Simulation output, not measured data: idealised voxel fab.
Title: Process Module voxel tone inversion
Section shown: cut. Width: 210 nm. Cell size: 5 nm, square.
Just so we're on the same page, the cross-sections are grids of square cells, and they're listed out in bands top to bottom, each band one or more rows deep.
Read a band's entry like this: the first values are the height of its top and the height of its bottom in nm, and what follows is the sequence of materials from left to right, each with its width in nm. Note that "blank" is empty space, and that a single material marked "all across" reaches across the band from edge to edge.
Note: height 0 marks the level under which the wafer is uniformly one material as received. Lowest band unbounded below, written "0 down".
Note: "30 to 40" means the width goes from the first number (top row of the band) to the second number (bottom row) in equal steps per row of cells.
A step reported as "identical to before" is a step in which no cell of the cross-section changed.
Entry "Entrapped void list". Content: empty spaces with no open connection to the top, size 8 cells or greater. Each: width x height at distance. Distance: from left edge. Unit: nm.
On each step's line, the part that comes after the settings is the simulator's own comment on the step.
Regarding "overlay nm": on a step with a mask, it is the distance the mask lay to the right of its planned place; a negative value places it to the left.

**Here's what the planned process steps look like**
step 1: RECEIVE,material Si
step 2: CONFORMAL_DEP,material SiN,thk nm 10
step 3: DIRECTIONAL_DEP,material aC,thk nm 25
step 4: PATTERN,tone cover,mask id POSTS,material resist,width nm 15,pitch nm 45,thk nm 30,overlay nm 0
step 5: DIRECTIONAL_ETCH,etch materials aC,depth nm 25
step 6: STRIP,etch materials resist
step 7: FILL_DEP,material lowk,thk nm 5
step 8: CMP,height nm 35
step 9: STRIP,etch materials aC
Don't read the plan's width nm for step 4 as applying to every wafer: that's the first wafer's value, and the wafers differ in it, though they all start identical.

**Cut through the first of several wafers as received, post step 1**
> 0 down | Si all across
> Entrapped void list: none

**The first of several wafers, seen in cross-section after the module's last step, step 9**
> 35 to 10 | lowk: 75; blank: 15; lowk: 30; blank: 15; lowk: 75
> 10 to 0 | SiN all across
> 0 down | Si all across
> Entrapped void list: none

**End of module: cross-section, last of several wafers**
> 35 to 10 | lowk: 70; blank: 30; lowk: 15; blank: 30; lowk: 65
> 10 to 0 | SiN all across
> 0 down | Si all across
> Entrapped void list: none

**Take any row and you have a wafer at the end of the module: how many cells of each material it has gained (+) or lost (-) since it was received, and then its closed voids**
width nm 15; +84 SiN; +180 lowk; Entrapped void list: none
width nm 20; +84 SiN; +170 lowk; Entrapped void list: none
width nm 25; +84 SiN; +160 lowk; Entrapped void list: none
width nm 30; +84 SiN; +150 lowk; Entrapped void list: none
